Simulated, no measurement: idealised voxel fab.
process module | voxel wiring stack
cross-section cut | 285 nm wide | cells 5 nm
A cross-section is a grid of square cells, given in bands from the top down. A band is one or more rows of cells.
Each band's line starts with the height of the band's top and of its bottom, in nm. Then come its materials from left to right, each with its width in nm. One material with "throughout" fills the band from edge to edge. "air" is empty space.
Height 0 is the level under which the wafer as received is all one material. The lowest band goes on downwards, as in "0 down".
A width such as "30 to 40" changes by the same amount from each row of cells to the next, from the band's top row to its bottom row.
"no change" after a step means that no cell of the cross-section changed.
closed voids: empty space of 8 cells or more with no open way to the top, each as width x height at its distance from the left edge, in nm
after a step's settings: what the simulator itself notes on the step
overlay nm, on a step with a mask: how far to the right of its planned place the mask lay; to the left if negative
Each pair below shows a cross-section before one step and the cross-section after it, down to the lowest band that changed. The line under each pair gives the step between them, with its settings. The pairs can come from different runs of this module on the same starting wafer, so a pair continues from the pair above only where its "before" says so.
before
  0 down: Si throughout
  closed voids: none
after
  15 to 0: SiO2 throughout
  below 0: unchanged
  closed voids: none
the step between: op CONFORMAL_DEP | material SiO2 | thk nm 15
before: the cross-section after the pair above
after
  20 to 15: SiCN throughout
  below 15: unchanged
  closed voids: none
the step between: op CONFORMAL_DEP | material SiCN | thk nm 5
before: the cross-section after the pair above
after
  45 to 20: SiO2 throughout
  below 20: unchanged
  closed voids: none
the step between: op DIRECTIONAL_DEP | material SiO2 | thk nm 25
before: the cross-section after the pair above
after
  65 to 45: resist 105 | air 25 | resist 20 | air 25 | resist 110
  below 45: unchanged
  closed voids: none
the step between: op PATTERN | tone open | mask id METAL_1 | material resist | width nm 25 | pitch nm 45 | thk nm 20 | overlay nm 0
before: the cross-section after the pair above
after
  65 to 45: resist 105 | air 25 | resist 20 | air 25 | resist 110
  45 to 20: SiO2 105 | air 25 | SiO2 20 | air 25 | SiO2 110
  below 20: unchanged
  closed voids: none
the step between: op DIRECTIONAL_ETCH | etch materials SiO2 | depth nm 25
before: the cross-section after the pair above
after
  65 to 45: resist 105 | air 25 | resist 20 | air 25 | resist 110
  45 to 20: SiO2 105 | air 25 | SiO2 20 | air 25 | SiO2 110
  20 to 15: SiCN 105 | air 25 | SiCN 20 | air 25 | SiCN 110
  below 15: unchanged
  closed voids: none
the step between: op DIRECTIONAL_ETCH | etch materials SiCN | depth nm 5
before: the cross-section after the pair above
after
  45 to 20: SiO2 105 | air 25 | SiO2 20 | air 25 | SiO2 110
  below 20: unchanged
  closed voids: none
the step between: op STRIP | etch materials resist
before: the cross-section after the pair above
after
  50 to 45: TiN 110 | air 15 | TiN 30 | air 15 | TiN 115
  45 to 20: SiO2 105 | TiN 5 | air 15 | TiN 5 | SiO2 20 | TiN 5 | air 15 | TiN 5 | SiO2 110
  20 to 15: SiCN 105 | TiN 25 | SiCN 20 | TiN 25 | SiCN 110
  below 15: unchanged
  closed voids: none
the step between: op CONFORMAL_DEP | material TiN | thk nm 5
before: the cross-section after the pair above
after
  60 to 50: Cu throughout
  50 to 45: TiN 110 | Cu 15 | TiN 30 | Cu 15 | TiN 115
  45 to 20: SiO2 105 | TiN 5 | Cu 15 | TiN 5 | SiO2 20 | TiN 5 | Cu 15 | TiN 5 | SiO2 110
  below 20: unchanged
  closed voids: none
the step between: op FILL_DEP | material Cu | thk nm 10
before: the cross-section after the pair above
after
  45 to 20: SiO2 105 | TiN 5 | Cu 15 | TiN 5 | SiO2 20 | TiN 5 | Cu 15 | TiN 5 | SiO2 110
  below 20: unchanged
  closed voids: none
the step between: op CMP | height nm 45
before: the cross-section after the pair above
after
  50 to 45: SiCN throughout
  below 45: unchanged
  closed voids: none
the step between: op CONFORMAL_DEP | material SiCN | thk nm 5
before: the cross-section after the pair above
after
  85 to 50: lowk throughout
  below 50: unchanged
  closed voids: none
the step between: op DIRECTIONAL_DEP | material lowk | thk nm 35
before: the cross-section after the pair above
after
  100 to 85: resist 105 | air 25 | resist 20 | air 25 | resist 110
  below 85: unchanged
  closed voids: none
the step between: op PATTERN | tone open | mask id METAL_2 | material resist | width nm 25 | pitch nm 45 | thk nm 15 | overlay nm 0
before: the cross-section after the pair above
after
  100 to 85: resist 105 | air 25 | resist 20 | air 25 | resist 110
  85 to 65: lowk 105 | air 25 | lowk 20 | air 25 | lowk 110
  below 65: unchanged
  closed voids: none
the step between: op DIRECTIONAL_ETCH | etch materials lowk | depth nm 20
before: the cross-section after the pair above
after
  85 to 65: lowk 105 | air 25 | lowk 20 | air 25 | lowk 110
  below 65: unchanged
  closed voids: none
the step between: op STRIP | etch materials resist
before: the cross-section after the pair above
after
  85 to 65: lowk 105 | air 25 | lowk 20 | air 25 | lowk 110
  65 to 50: lowk 105 | air 15 | lowk 165
  below 50: unchanged
  closed voids: none
the step between: op MASKED_ETCH | tone open | mask id METAL_2_HOLES | width nm 15 | etch materials lowk | depth nm 15 | overlay nm 0
before: the cross-section after the pair above
after
  85 to 65: lowk 105 | air 25 | lowk 20 | air 25 | lowk 110
  65 to 50: lowk 105 | air 15 | lowk 165
  50 to 45: SiCN 105 | air 15 | SiCN 165
  below 45: unchanged
  closed voids: none
the step between: op MASKED_ETCH | tone open | mask id METAL_2_HOLES | width nm 15 | etch materials SiCN | depth nm 5 | overlay nm 0
before: the cross-section after the pair above
after
  90 to 85: TiN 110 | air 15 | TiN 30 | air 15 | TiN 115
  85 to 70: lowk 105 | TiN 5 | air 15 | TiN 5 | lowk 20 | TiN 5 | air 15 | TiN 5 | lowk 110
  70 to 65: lowk 105 | TiN 5 | air 5 | TiN 15 | lowk 20 | TiN 25 | lowk 110
  65 to 50: lowk 105 | TiN 5 | air 5 | TiN 5 | lowk 165
  50 to 45: SiCN 105 | TiN 15 | SiCN 165
  below 45: unchanged
  closed voids: none
the step between: op CONFORMAL_DEP | material TiN | thk nm 5
before: the cross-section after the pair above
after
  100 to 90: Ru throughout
  90 to 85: TiN 110 | Ru 15 | TiN 30 | Ru 15 | TiN 115
  85 to 70: lowk 105 | TiN 5 | Ru 15 | TiN 5 | lowk 20 | TiN 5 | Ru 15 | TiN 5 | lowk 110
  70 to 65: lowk 105 | TiN 5 | Ru 5 | TiN 15 | lowk 20 | TiN 25 | lowk 110
  65 to 50: lowk 105 | TiN 5 | Ru 5 | TiN 5 | lowk 165
  below 50: unchanged
  closed voids: none
the step between: op FILL_DEP | material Ru | thk nm 10
before: the cross-section after the pair above
after
  85 to 70: lowk 105 | TiN 5 | Ru 15 | TiN 5 | lowk 20 | TiN 5 | Ru 15 | TiN 5 | lowk 110
  below 70: unchanged
  closed voids: none
the step between: op CMP | height nm 85
before: the cross-section after the pair above
after
  90 to 85: SiN throughout
  below 85: unchanged
  closed voids: none
the step between: op CONFORMAL_DEP | material SiN | thk nm 5
before
  0 down: Si throughout
  closed voids: none
after
  5 to 0: SiCN throughout
  below 0: unchanged
  closed voids: none
the step between: op CONFORMAL_DEP | material SiCN | thk nm 5
before: the cross-section after the pair above
after
  30 to 5: SiO2 throughout
  below 5: unchanged
  closed voids: none
the step between: op DIRECTIONAL_DEP | material SiO2 | thk nm 25
before: the cross-section after the pair above
after
  50 to 30: resist 105 | air 25 | resist 20 | air 25 | resist 110
  below 30: unchanged
  closed voids: none
the step between: op PATTERN | tone open | mask id METAL_1 | material resist | width nm 25 | pitch nm 45 | thk nm 20 | overlay nm 0
before: the cross-section after the pair above
after
  50 to 30: resist 105 | air 25 | resist 20 | air 25 | resist 110
  30 to 5: SiO2 105 | air 25 | SiO2 20 | air 25 | SiO2 110
  below 5: unchanged
  closed voids: none
the step between: op DIRECTIONAL_ETCH | etch materials SiO2 | depth nm 25
before: the cross-section after the pair above
after
  50 to 30: resist 105 | air 25 | resist 20 | air 25 | resist 110
  30 to 5: SiO2 105 | air 25 | SiO2 20 | air 25 | SiO2 110
  5 to 0: SiCN 105 | air 25 | SiCN 20 | air 25 | SiCN 110
  below 0: unchanged
  closed voids: none
the step between: op DIRECTIONAL_ETCH | etch materials SiCN | depth nm 5
before: the cross-section after the pair above
after
  30 to 5: SiO2 105 | air 25 | SiO2 20 | air 25 | SiO2 110
  below 5: unchanged
  closed voids: none
the step between: op STRIP | etch materials resist
before: the cross-section after the pair above
after
  35 to 30: TiN 110 | air 15 | TiN 30 | air 15 | TiN 115
  30 to 5: SiO2 105 | TiN 5 | air 15 | TiN 5 | SiO2 20 | TiN 5 | air 15 | TiN 5 | SiO2 110
  5 to 0: SiCN 105 | TiN 25 | SiCN 20 | TiN 25 | SiCN 110
  below 0: unchanged
  closed voids: none
the step between: op CONFORMAL_DEP | material TiN | thk nm 5
before: the cross-section after the pair above
after
  45 to 35: Cu throughout
  35 to 30: TiN 110 | Cu 15 | TiN 30 | Cu 15 | TiN 115
  30 to 5: SiO2 105 | TiN 5 | Cu 15 | TiN 5 | SiO2 20 | TiN 5 | Cu 15 | TiN 5 | SiO2 110
  below 5: unchanged
  closed voids: none
the step between: op FILL_DEP | material Cu | thk nm 10
before: the cross-section after the pair above
after
  50 to 45: SiCN throughout
  below 45: unchanged
  closed voids: none
the step between: op CONFORMAL_DEP | material SiCN | thk nm 5
before: the cross-section after the pair above
after
  85 to 50: lowk throughout
  below 50: unchanged
  closed voids: none
the step between: op DIRECTIONAL_DEP | material lowk | thk nm 35
before: the cross-section after the pair above
after
  100 to 85: resist 105 | air 25 | resist 20 | air 25 | resist 110
  below 85: unchanged
  closed voids: none
the step between: op PATTERN | tone open | mask id METAL_2 | material resist | width nm 25 | pitch nm 45 | thk nm 15 | overlay nm 0
before: the cross-section after the pair above
after
  100 to 85: resist 105 | air 25 | resist 20 | air 25 | resist 110
  85 to 65: lowk 105 | air 25 | lowk 20 | air 25 | lowk 110
  below 65: unchanged
  closed voids: none
the step between: op DIRECTIONAL_ETCH | etch materials lowk | depth nm 20
before: the cross-section after the pair above
after
  85 to 65: lowk 105 | air 25 | lowk 20 | air 25 | lowk 110
  below 65: unchanged
  closed voids: none
the step between: op STRIP | etch materials resist
before: the cross-section after the pair above
after
  85 to 65: lowk 105 | air 25 | lowk 20 | air 25 | lowk 110
  65 to 50: lowk 105 | air 15 | lowk 165
  below 50: unchanged
  closed voids: none
the step between: op MASKED_ETCH | tone open | mask id METAL_2_HOLES | width nm 15 | etch materials lowk | depth nm 15 | overlay nm 0
before: the cross-section after the pair above
after
  85 to 65: lowk 105 | air 25 | lowk 20 | air 25 | lowk 110
  65 to 50: lowk 105 | air 15 | lowk 165
  50 to 45: SiCN 105 | air 15 | SiCN 165
  below 45: unchanged
  closed voids: none
the step between: op MASKED_ETCH | tone open | mask id METAL_2_HOLES | width nm 15 | etch materials SiCN | depth nm 5 | overlay nm 0
before: the cross-section after the pair above
after
  90 to 85: TiN 110 | air 15 | TiN 30 | air 15 | TiN 115
  85 to 70: lowk 105 | TiN 5 | air 15 | TiN 5 | lowk 20 | TiN 5 | air 15 | TiN 5 | lowk 110
  70 to 65: lowk 105 | TiN 5 | air 5 | TiN 15 | lowk 20 | TiN 25 | lowk 110
  65 to 50: lowk 105 | TiN 5 | air 5 | TiN 5 | lowk 165
  50 to 45: SiCN 105 | TiN 15 | SiCN 165
  below 45: unchanged
  closed voids: none
the step between: op CONFORMAL_DEP | material TiN | thk nm 5
before: the cross-section after the pair above
after
  100 to 90: Ru throughout
  90 to 85: TiN 110 | Ru 15 | TiN 30 | Ru 15 | TiN 115
  85 to 70: lowk 105 | TiN 5 | Ru 15 | TiN 5 | lowk 20 | TiN 5 | Ru 15 | TiN 5 | lowk 110
  70 to 65: lowk 105 | TiN 5 | Ru 5 | TiN 15 | lowk 20 | TiN 25 | lowk 110
  65 to 50: lowk 105 | TiN 5 | Ru 5 | TiN 5 | lowk 165
  below 50: unchanged
  closed voids: none
the step between: op FILL_DEP | material Ru | thk nm 10
before: the cross-section after the pair above
after
  85 to 70: lowk 105 | TiN 5 | Ru 15 | TiN 5 | lowk 20 | TiN 5 | Ru 15 | TiN 5 | lowk 110
  below 70: unchanged
  closed voids: none
the step between: op CMP | height nm 85
before: the cross-section after the pair above
after
  90 to 85: SiN throughout
  below 85: unchanged
  closed voids: none
the step between: op CONFORMAL_DEP | material SiN | thk nm 5
before
  85 to 50: lowk throughout
  50 to 45: SiCN throughout
  45 to 20: SiO2 105 | TiN 5 | Cu 15 | TiN 5 | SiO2 20 | TiN 5 | Cu 15 | TiN 5 | SiO2 110
  20 to 15: SiCN 105 | TiN 25 | SiCN 20 | TiN 25 | SiCN 110
  15 to 0: SiO2 throughout
  0 down: Si throughout
  closed voids: none
after
  120 to 50: lowk throughout
  below 50: unchanged
  closed voids: none
the step between: op DIRECTIONAL_DEP | material lowk | thk nm 35
before: the cross-section after the pair above
after
  135 to 120: resist 105 | air 25 | resist 20 | air 25 | resist 110
  below 120: unchanged
  closed voids: none
the step between: op PATTERN | tone open | mask id METAL_2 | material resist | width nm 25 | pitch nm 45 | thk nm 15 | overlay nm 0
before: the cross-section after the pair above
after
  135 to 120: resist 105 | air 25 | resist 20 | air 25 | resist 110
  120 to 100: lowk 105 | air 25 | lowk 20 | air 25 | lowk 110
  below 100: unchanged
  closed voids: none
the step between: op DIRECTIONAL_ETCH | etch materials lowk | depth nm 20
before: the cross-section after the pair above
after
  120 to 100: lowk 105 | air 25 | lowk 20 | air 25 | lowk 110
  below 100: unchanged
  closed voids: none
the step between: op STRIP | etch materials resist
before: the cross-section after the pair above
after
  120 to 100: lowk 105 | air 25 | lowk 20 | air 25 | lowk 110
  100 to 85: lowk 105 | air 15 | lowk 165
  below 85: unchanged
  closed voids: none
the step between: op MASKED_ETCH | tone open | mask id METAL_2_HOLES | width nm 15 | etch materials lowk | depth nm 15 | overlay nm 0
before: the cross-section after the pair above
after
  125 to 120: TiN 110 | air 15 | TiN 30 | air 15 | TiN 115
  120 to 105: lowk 105 | TiN 5 | air 15 | TiN 5 | lowk 20 | TiN 5 | air 15 | TiN 5 | lowk 110
  105 to 100: lowk 105 | TiN 5 | air 5 | TiN 15 | lowk 20 | TiN 25 | lowk 110
  100 to 90: lowk 105 | TiN 5 | air 5 | TiN 5 | lowk 165
  90 to 85: lowk 105 | TiN 15 | lowk 165
  below 85: unchanged
  closed voids: none
the step between: op CONFORMAL_DEP | material TiN | thk nm 5
before: the cross-section after the pair above
after
  135 to 125: Ru throughout
  125 to 120: TiN 110 | Ru 15 | TiN 30 | Ru 15 | TiN 115
  120 to 105: lowk 105 | TiN 5 | Ru 15 | TiN 5 | lowk 20 | TiN 5 | Ru 15 | TiN 5 | lowk 110
  105 to 100: lowk 105 | TiN 5 | Ru 5 | TiN 15 | lowk 20 | TiN 25 | lowk 110
  100 to 90: lowk 105 | TiN 5 | Ru 5 | TiN 5 | lowk 165
  below 90: unchanged
  closed voids: none
the step between: op FILL_DEP | material Ru | thk nm 10
before: the cross-section after the pair above
after
  85 to 50: lowk throughout
  below 50: unchanged
  closed voids: none
the step between: op CMP | height nm 85
before: the cross-section after the pair above
after
  90 to 85: SiN throughout
  below 85: unchanged
  closed voids: none
the step between: op CONFORMAL_DEP | material SiN | thk nm 5
before
  15 to 0: SiO2 throughout
  0 down: Si throughout
  closed voids: none
after
  40 to 0: SiO2 throughout
  below 0: unchanged
  closed voids: none
the step between: op DIRECTIONAL_DEP | material SiO2 | thk nm 25
before: the cross-section after the pair above
after
  45 to 40: SiCN throughout
  below 40: unchanged
  closed voids: none
the step between: op CONFORMAL_DEP | material SiCN | thk nm 5
before: the cross-section after the pair above
after
  65 to 45: resist 105 | air 25 | resist 20 | air 25 | resist 110
  below 45: unchanged
  closed voids: none
the step between: op PATTERN | tone open | mask id METAL_1 | material resist | width nm 25 | pitch nm 45 | thk nm 20 | overlay nm 0
before: the cross-section after the pair above
after
  65 to 45: resist 105 | air 25 | resist 20 | air 25 | resist 110
  45 to 40: SiCN 105 | air 25 | SiCN 20 | air 25 | SiCN 110
  below 40: unchanged
  closed voids: none
the step between: op DIRECTIONAL_ETCH | etch materials SiCN | depth nm 5
before: the cross-section after the pair above
after
  45 to 40: SiCN 105 | air 25 | SiCN 20 | air 25 | SiCN 110
  below 40: unchanged
  closed voids: none
the step between: op STRIP | etch materials resist
before: the cross-section after the pair above
after
  50 to 45: TiN 110 | air 15 | TiN 30 | air 15 | TiN 115
  45 to 40: SiCN 105 | TiN 25 | SiCN 20 | TiN 25 | SiCN 110
  below 40: unchanged
  closed voids: none
the step between: op CONFORMAL_DEP | material TiN | thk nm 5
before: the cross-section after the pair above
after
  60 to 50: Cu throughout
  50 to 45: TiN 110 | Cu 15 | TiN 30 | Cu 15 | TiN 115
  below 45: unchanged
  closed voids: none
the step between: op FILL_DEP | material Cu | thk nm 10
before: the cross-section after the pair above
after
  45 to 40: SiCN 105 | TiN 25 | SiCN 20 | TiN 25 | SiCN 110
  below 40: unchanged
  closed voids: none
the step between: op CMP | height nm 45
before: the cross-section after the pair above
after
  50 to 45: SiCN throughout
  below 45: unchanged
  closed voids: none
the step between: op CONFORMAL_DEP | material SiCN | thk nm 5
before: the cross-section after the pair above
after
  85 to 50: lowk throughout
  below 50: unchanged
  closed voids: none
the step between: op DIRECTIONAL_DEP | material lowk | thk nm 35
before: the cross-section after the pair above
after
  100 to 85: resist 105 | air 25 | resist 20 | air 25 | resist 110
  below 85: unchanged
  closed voids: none
the step between: op PATTERN | tone open | mask id METAL_2 | material resist | width nm 25 | pitch nm 45 | thk nm 15 | overlay nm 0
before: the cross-section after the pair above
after
  100 to 85: resist 105 | air 25 | resist 20 | air 25 | resist 110
  85 to 65: lowk 105 | air 25 | lowk 20 | air 25 | lowk 110
  below 65: unchanged
  closed voids: none
the step between: op DIRECTIONAL_ETCH | etch materials lowk | depth nm 20
before: the cross-section after the pair above
after
  85 to 65: lowk 105 | air 25 | lowk 20 | air 25 | lowk 110
  below 65: unchanged
  closed voids: none
the step between: op STRIP | etch materials resist
before: the cross-section after the pair above
after
  85 to 65: lowk 105 | air 25 | lowk 20 | air 25 | lowk 110
  65 to 50: lowk 105 | air 15 | lowk 165
  below 50: unchanged
  closed voids: none
the step between: op MASKED_ETCH | tone open | mask id METAL_2_HOLES | width nm 15 | etch materials lowk | depth nm 15 | overlay nm 0
before: the cross-section after the pair above
after
  85 to 65: lowk 105 | air 25 | lowk 20 | air 25 | lowk 110
  65 to 50: lowk 105 | air 15 | lowk 165
  50 to 45: SiCN 105 | air 15 | SiCN 165
  below 45: unchanged
  closed voids: none
the step between: op MASKED_ETCH | tone open | mask id METAL_2_HOLES | width nm 15 | etch materials SiCN | depth nm 5 | overlay nm 0
before: the cross-section after the pair above
after
  90 to 85: TiN 110 | air 15 | TiN 30 | air 15 | TiN 115
  85 to 70: lowk 105 | TiN 5 | air 15 | TiN 5 | lowk 20 | TiN 5 | air 15 | TiN 5 | lowk 110
  70 to 65: lowk 105 | TiN 5 | air 5 | TiN 15 | lowk 20 | TiN 25 | lowk 110
  65 to 50: lowk 105 | TiN 5 | air 5 | TiN 5 | lowk 165
  50 to 45: SiCN 105 | TiN 15 | SiCN 165
  below 45: unchanged
  closed voids: none
the step between: op CONFORMAL_DEP | material TiN | thk nm 5
before: the cross-section after the pair above
after
  100 to 90: Ru throughout
  90 to 85: TiN 110 | Ru 15 | TiN 30 | Ru 15 | TiN 115
  85 to 70: lowk 105 | TiN 5 | Ru 15 | TiN 5 | lowk 20 | TiN 5 | Ru 15 | TiN 5 | lowk 110
  70 to 65: lowk 105 | TiN 5 | Ru 5 | TiN 15 | lowk 20 | TiN 25 | lowk 110
  65 to 50: lowk 105 | TiN 5 | Ru 5 | TiN 5 | lowk 165
  below 50: unchanged
  closed voids: none
the step between: op FILL_DEP | material Ru | thk nm 10
before: the cross-section after the pair above
after
  85 to 70: lowk 105 | TiN 5 | Ru 15 | TiN 5 | lowk 20 | TiN 5 | Ru 15 | TiN 5 | lowk 110
  below 70: unchanged
  closed voids: none
the step between: op CMP | height nm 85
before: the cross-section after the pair above
after
  90 to 85: SiN throughout
  below 85: unchanged
  closed voids: none
the step between: op CONFORMAL_DEP | material SiN | thk nm 5
before
  100 to 90: Ru throughout
  90 to 85: TiN 110 | Ru 15 | TiN 30 | Ru 15 | TiN 115
  85 to 70: lowk 105 | TiN 5 | Ru 15 | TiN 5 | lowk 20 | TiN 5 | Ru 15 | TiN 5 | lowk 110
  70 to 65: lowk 105 | TiN 5 | Ru 5 | TiN 15 | lowk 20 | TiN 25 | lowk 110
  65 to 50: lowk 105 | TiN 5 | Ru 5 | TiN 5 | lowk 165
  50 to 45: SiCN 105 | TiN 15 | SiCN 165
  45 to 20: SiO2 105 | TiN 5 | Cu 15 | TiN 5 | SiO2 20 | TiN 5 | Cu 15 | TiN 5 | SiO2 110
  20 to 15: SiCN 105 | TiN 25 | SiCN 20 | TiN 25 | SiCN 110
  15 to 0: SiO2 throughout
  0 down: Si throughout
  closed voids: none
after
  95 to 90: Ru throughout
  below 90: unchanged
  closed voids: none
the step between: op CMP | height nm 95
before: the cross-section after the pair above
after
  100 to 95: SiN throughout
  below 95: unchanged
  closed voids: none
the step between: op CONFORMAL_DEP | material SiN | thk nm 5
before
  45 to 20: SiO2 throughout
  20 to 15: SiCN throughout
  15 to 0: SiO2 throughout
  0 down: Si throughout
  closed voids: none
after
  65 to 45: resist 110 | air 15 | resist 30 | air 15 | resist 115
  below 45: unchanged
  closed voids: none
the step between: op PATTERN | tone open | mask id METAL_1 | material resist | width nm 15 | pitch nm 45 | thk nm 20 | overlay nm 0
before: the cross-section after the pair above
after
  65 to 45: resist 110 | air 15 | resist 30 | air 15 | resist 115
  45 to 20: SiO2 110 | air 15 | SiO2 30 | air 15 | SiO2 115
  below 20: unchanged
  closed voids: none
the step between: op DIRECTIONAL_ETCH | etch materials SiO2 | depth nm 25
before: the cross-section after the pair above
after
  65 to 45: resist 110 | air 15 | resist 30 | air 15 | resist 115
  45 to 20: SiO2 110 | air 15 | SiO2 30 | air 15 | SiO2 115
  20 to 15: SiCN 110 | air 15 | SiCN 30 | air 15 | SiCN 115
  below 15: unchanged
  closed voids: none
the step between: op DIRECTIONAL_ETCH | etch materials SiCN | depth nm 5
before: the cross-section after the pair above
after
  45 to 20: SiO2 110 | air 15 | SiO2 30 | air 15 | SiO2 115
  below 20: unchanged
  closed voids: none
the step between: op STRIP | etch materials resist
before: the cross-section after the pair above
after
  50 to 45: TiN 115 | air 5 | TiN 40 | air 5 | TiN 120
  45 to 20: SiO2 110 | TiN 5 | air 5 | TiN 5 | SiO2 30 | TiN 5 | air 5 | TiN 5 | SiO2 115
  20 to 15: SiCN 110 | TiN 15 | SiCN 30 | TiN 15 | SiCN 115
  below 15: unchanged
  closed voids: none
the step between: op CONFORMAL_DEP | material TiN | thk nm 5
before: the cross-section after the pair above
after
  60 to 50: Cu throughout
  50 to 45: TiN 115 | Cu 5 | TiN 40 | Cu 5 | TiN 120
  45 to 20: SiO2 110 | TiN 5 | Cu 5 | TiN 5 | SiO2 30 | TiN 5 | Cu 5 | TiN 5 | SiO2 115
  below 20: unchanged
  closed voids: none
the step between: op FILL_DEP | material Cu | thk nm 10
before: the cross-section after the pair above
after
  45 to 20: SiO2 110 | TiN 5 | Cu 5 | TiN 5 | SiO2 30 | TiN 5 | Cu 5 | TiN 5 | SiO2 115
  below 20: unchanged
  closed voids: none
the step between: op CMP | height nm 45
before: the cross-section after the pair above
after
  50 to 45: SiCN throughout
  below 45: unchanged
  closed voids: none
the step between: op CONFORMAL_DEP | material SiCN | thk nm 5
before: the cross-section after the pair above
after
  85 to 50: lowk throughout
  below 50: unchanged
  closed voids: none
the step between: op DIRECTIONAL_DEP | material lowk | thk nm 35
before: the cross-section after the pair above
after
  100 to 85: resist 105 | air 25 | resist 20 | air 25 | resist 110
  below 85: unchanged
  closed voids: none
the step between: op PATTERN | tone open | mask id METAL_2 | material resist | width nm 25 | pitch nm 45 | thk nm 15 | overlay nm 0
before: the cross-section after the pair above
after
  100 to 85: resist 105 | air 25 | resist 20 | air 25 | resist 110
  85 to 65: lowk 105 | air 25 | lowk 20 | air 25 | lowk 110
  below 65: unchanged
  closed voids: none
the step between: op DIRECTIONAL_ETCH | etch materials lowk | depth nm 20
before: the cross-section after the pair above
after
  85 to 65: lowk 105 | air 25 | lowk 20 | air 25 | lowk 110
  below 65: unchanged
  closed voids: none
the step between: op STRIP | etch materials resist
before: the cross-section after the pair above
after
  85 to 65: lowk 105 | air 25 | lowk 20 | air 25 | lowk 110
  65 to 50: lowk 105 | air 15 | lowk 165
  below 50: unchanged
  closed voids: none
the step between: op MASKED_ETCH | tone open | mask id METAL_2_HOLES | width nm 15 | etch materials lowk | depth nm 15 | overlay nm 0
before: the cross-section after the pair above
after
  85 to 65: lowk 105 | air 25 | lowk 20 | air 25 | lowk 110
  65 to 50: lowk 105 | air 15 | lowk 165
  50 to 45: SiCN 105 | air 15 | SiCN 165
  below 45: unchanged
  closed voids: none
the step between: op MASKED_ETCH | tone open | mask id METAL_2_HOLES | width nm 15 | etch materials SiCN | depth nm 5 | overlay nm 0
before: the cross-section after the pair above
after
  90 to 85: TiN 110 | air 15 | TiN 30 | air 15 | TiN 115
  85 to 70: lowk 105 | TiN 5 | air 15 | TiN 5 | lowk 20 | TiN 5 | air 15 | TiN 5 | lowk 110
  70 to 65: lowk 105 | TiN 5 | air 5 | TiN 15 | lowk 20 | TiN 25 | lowk 110
  65 to 50: lowk 105 | TiN 5 | air 5 | TiN 5 | lowk 165
  50 to 45: SiCN 105 | TiN 15 | SiCN 165
  below 45: unchanged
  closed voids: none
the step between: op CONFORMAL_DEP | material TiN | thk nm 5
before: the cross-section after the pair above
after
  100 to 90: Ru throughout
  90 to 85: TiN 110 | Ru 15 | TiN 30 | Ru 15 | TiN 115
  85 to 70: lowk 105 | TiN 5 | Ru 15 | TiN 5 | lowk 20 | TiN 5 | Ru 15 | TiN 5 | lowk 110
  70 to 65: lowk 105 | TiN 5 | Ru 5 | TiN 15 | lowk 20 | TiN 25 | lowk 110
  65 to 50: lowk 105 | TiN 5 | Ru 5 | TiN 5 | lowk 165
  below 50: unchanged
  closed voids: none
the step between: op FILL_DEP | material Ru | thk nm 10
before: the cross-section after the pair above
after
  85 to 70: lowk 105 | TiN 5 | Ru 15 | TiN 5 | lowk 20 | TiN 5 | Ru 15 | TiN 5 | lowk 110
  below 70: unchanged
  closed voids: none
the step between: op CMP | height nm 85
before: the cross-section after the pair above
after
  90 to 85: SiN throughout
  below 85: unchanged
  closed voids: none
the step between: op CONFORMAL_DEP | material SiN | thk nm 5
before
  85 to 65: lowk 105 | air 25 | lowk 20 | air 25 | lowk 110
  65 to 50: lowk throughout
  50 to 45: SiCN throughout
  45 to 20: SiO2 105 | TiN 5 | Cu 15 | TiN 5 | SiO2 20 | TiN 5 | Cu 15 | TiN 5 | SiO2 110
  20 to 15: SiCN 105 | TiN 25 | SiCN 20 | TiN 25 | SiCN 110
  15 to 0: SiO2 throughout
  0 down: Si throughout
  closed voids: none
after
  85 to 70: lowk 100 | air 30 | lowk 20 | air 25 | lowk 110
  70 to 65: lowk 105 | air 25 | lowk 20 | air 25 | lowk 110
  65 to 50: lowk 105 | air 10 | lowk 170
  below 50: unchanged
  closed voids: none
the step between: op MASKED_ETCH | tone open | mask id METAL_2_HOLES | width nm 15 | etch materials lowk | depth nm 15 | overlay nm -5
before: the cross-section after the pair above
after
  85 to 70: lowk 100 | air 30 | lowk 20 | air 25 | lowk 110
  70 to 65: lowk 105 | air 25 | lowk 20 | air 25 | lowk 110
  65 to 50: lowk 105 | air 10 | lowk 170
  50 to 45: SiCN 105 | air 10 | SiCN 170
  below 45: unchanged
  closed voids: none
the step between: op MASKED_ETCH | tone open | mask id METAL_2_HOLES | width nm 15 | etch materials SiCN | depth nm 5 | overlay nm 0
before: the cross-section after the pair above
after
  90 to 85: TiN 105 | air 20 | TiN 30 | air 15 | TiN 115
  85 to 75: lowk 100 | TiN 5 | air 20 | TiN 5 | lowk 20 | TiN 5 | air 15 | TiN 5 | lowk 110
  75 to 70: lowk 100 | TiN 10 | air 15 | TiN 5 | lowk 20 | TiN 5 | air 15 | TiN 5 | lowk 110
  70 to 65: lowk 105 | TiN 25 | lowk 20 | TiN 25 | lowk 110
  65 to 50: lowk 105 | TiN 10 | lowk 170
  50 to 45: SiCN 105 | TiN 10 | SiCN 170
  below 45: unchanged
  closed voids: none
the step between: op CONFORMAL_DEP | material TiN | thk nm 5
before: the cross-section after the pair above
after
  100 to 90: Ru throughout
  90 to 85: TiN 105 | Ru 20 | TiN 30 | Ru 15 | TiN 115
  85 to 75: lowk 100 | TiN 5 | Ru 20 | TiN 5 | lowk 20 | TiN 5 | Ru 15 | TiN 5 | lowk 110
  75 to 70: lowk 100 | TiN 10 | Ru 15 | TiN 5 | lowk 20 | TiN 5 | Ru 15 | TiN 5 | lowk 110
  below 70: unchanged
  closed voids: none
the step between: op FILL_DEP | material Ru | thk nm 10
before: the cross-section after the pair above
after
  85 to 75: lowk 100 | TiN 5 | Ru 20 | TiN 5 | lowk 20 | TiN 5 | Ru 15 | TiN 5 | lowk 110
  below 75: unchanged
  closed voids: none
the step between: op CMP | height nm 85
before: the cross-section after the pair above
after
  90 to 85: SiN throughout
  below 85: unchanged
  closed voids: none
the step between: op CONFORMAL_DEP | material SiN | thk nm 5
before
  85 to 70: lowk 105 | TiN 5 | Ru 15 | TiN 5 | lowk 20 | TiN 5 | Ru 15 | TiN 5 | lowk 110
  70 to 65: lowk 105 | TiN 5 | Ru 5 | TiN 15 | lowk 20 | TiN 25 | lowk 110
  65 to 50: lowk 105 | TiN 5 | Ru 5 | TiN 5 | lowk 165
  50 to 45: SiCN 105 | TiN 15 | SiCN 165
  45 to 20: SiO2 105 | TiN 5 | Cu 15 | TiN 5 | SiO2 20 | TiN 5 | Cu 15 | TiN 5 | SiO2 110
  20 to 15: SiCN 105 | TiN 25 | SiCN 20 | TiN 25 | SiCN 110
  15 to 0: SiO2 throughout
  0 down: Si throughout
  closed voids: none
after
  90 to 85: lowk throughout
  below 85: unchanged
  closed voids: none
the step between: op CONFORMAL_DEP | material lowk | thk nm 5
before
  45 to 20: SiO2 throughout
  20 to 15: SiCN throughout
  15 to 0: SiO2 throughout
  0 down: Si throughout
  closed voids: none
after
  65 to 45: air 105 | resist 25 | air 20 | resist 25 | air 110
  below 45: unchanged
  closed voids: none
the step between: op PATTERN | tone cover | mask id METAL_1 | material resist | width nm 25 | pitch nm 45 | thk nm 20 | overlay nm 0
